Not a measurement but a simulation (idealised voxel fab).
Process module under the name voxel air gaps
Pictured: cross-section cut, 215 nm wide, on a grid of 5 nm square cells.
Just so we're on the same page, the cross-sections are grids of square cells, and they're listed out in bands top to bottom, each band one or more rows deep.
In this notation a band is specified by the heights of its top and bottom, in that order and in nm, after which its materials appear from left to right, each paired with its width in nm. The word "all across" attached to a single material means that material fills the band from edge to edge; the word "air" stands for empty space.
It should be noted that heights are counted from 0, beneath which the wafer as supplied is of one material throughout, and that the lowest band possesses no lower boundary but continues downward, as written in "from 0 down".
Width: "30->40" (first number = top row, second number = bottom row, same change from row to row of cells).
The designation "same as before", where it is given for a processing step, indicates that no cell of the cross-section was altered in the course of that step.
Under "Sealed void list" you'll find the enclosed gaps, the ones with no way out to the top, that are 8 cells or bigger; each reads width x height at distance, with distance counted from the left edge, everything in nm.
Whatever follows a step's settings on its line is a remark the simulator itself makes about that step.
overlay nm: step with mask; distance mask lay right of planned place; negative value = left of planned place.

# This section lists the process steps that were planned
| 1 | RECEIVE,material Si |
| 2 | CONFORMAL_DEP,material SiO2,thk nm 10 |
| 3 | CONFORMAL_DEP,material SiCN,thk nm 5 |
| 4 | DIRECTIONAL_DEP,material lowk,thk nm 35 |
| 5 | MASKED_ETCH,tone open,mask id LINES,width nm 20,pitch nm 50,etch materials lowk,depth nm 35,overlay nm -5 |
| 6 | CONFORMAL_DEP,material TiN,thk nm 5 |
| 7 | FILL_DEP,material Ru,thk nm 10 |
| 8 | CMP,height nm 50 |
| 9 | EPI,material Ru,thk nm 10 |
| 10 | SELECTIVE_ETCH,etch materials lowk,depth nm 45 |
| 11 | CONFORMAL_DEP,material SiCN,thk nm 5 |
Variable across wafers: step 5 overlay nm (plan value is that of the first wafer; starting state common to all).

# After step 1, as received: first of several wafers, cross-section
> from 0 down  Si all across
> Sealed void list: none

# Below: a row per wafer. Contents at end of module: for every material, cells gained since receipt (+) or lost since receipt (-); then closed voids
overlay nm -5; +112 Ru; +190 SiCN; +86 SiO2; +64 TiN; Sealed void list: 10 x 25 at 0; 20 x 25 at 40; 20 x 25 at 90; 20 x 25 at 140
overlay nm 0; +112 Ru; +190 SiCN; +86 SiO2; +64 TiN; Sealed void list: 20 x 25 at 45; 20 x 25 at 95; 20 x 25 at 145
overlay nm 5; +112 Ru; +190 SiCN; +86 SiO2; +64 TiN; Sealed void list: 20 x 25 at 50; 20 x 25 at 100; 20 x 25 at 150
overlay nm 10; +112 Ru; +190 SiCN; +86 SiO2; +64 TiN; Sealed void list: 20 x 25 at 55; 20 x 25 at 105; 20 x 25 at 155; 10 x 25 at 205
